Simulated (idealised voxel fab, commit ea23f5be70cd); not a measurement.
This is a process module. Its name is voxel released beams.
Shown is cross-section cut, with a width of 255 nm and square cells of size 5 nm.
Just so we're on the same page, the cross-sections are grids of square cells, and they're listed out in bands top to bottom, each band one or more rows deep.
What a band's entry tells you: where the top is and where the bottom is, as heights in nm, and after that what lies inside, material by material from left to right, each with its width in nm. Empty space is written as the word "air", and a single material marked with the word "everywhere" occupies the band from edge to edge.
Ref level 0: as-received wafer is one material below here. Bottom band extends down with no lower bound ("from 0 down").
The notation "30 to 40" denotes a width that varies across the rows of cells in the band, beginning at the first number in the top row, finishing at the second number in the bottom row, and changing by an identical amount from each row to the next.
Key: "nothing altered" - step with no changed cell in the cross-section.
Heads up: "Closed void table" only lists the empty pockets with no open path to the top that are 8 cells or more, and it writes them as width x height at distance, distance from the left edge, in nm.
Step line, after settings: the simulator's comment on this step.
overlay nm: where the mask lay relative to plan, measured to the right, on steps with a mask; negatives go left.

-- Planned step list for the process
| 1 | RECEIVE [material Si] |
| 2 | CONFORMAL_DEP [material SiN] [thk nm 10] |
| 3 | DIRECTIONAL_DEP [material SiO2] [thk nm 15] |
| 4 | DIRECTIONAL_DEP [material aC] [thk nm 15] |
| 5 | PATTERN [tone open] [mask id ANCHOR] [material resist] [width nm 45] [thk nm 30] [overlay nm 0] |
| 6 | DIRECTIONAL_ETCH [etch materials aC] [depth nm 15] |
| 7 | STRIP [etch materials resist] |
| 8 | DIRECTIONAL_ETCH [etch materials SiO2] [depth nm 15] |
| 9 | STRIP [etch materials aC] |
| 10 | CONFORMAL_DEP [material TiN] [thk nm 15] |
| 11 | MASKED_ETCH [tone cover] [mask id BEAM] [width nm 95] [etch materials TiN] [depth nm 15] [overlay nm 0] |
| 12 | STRIP [etch materials SiO2] |

-- Cross-section of the incoming wafer, state after step 1
> from 0 down: Si everywhere
> Closed void table: none

-- Figure: cross-sectional view of the wafer upon completion of the module, processed from the initial state and according to the plan depicted above, with one error introduced during execution
> from 35 to 25: 75 air, then 20 TiN, then 15 air, then 60 TiN, then 85 air
> from 25 to 20: 75 air, then 95 TiN, then 85 air
> from 20 to 10: 80 air, then 45 TiN, then 130 air
> from 10 to 0: SiN everywhere
> from 0 down: Si everywhere
> Closed void table: none
Finding, execution versus plan: in deviation from the planned setting, step 3 was conducted as DIRECTIONAL_DEP [material SiO2] [thk nm 10]
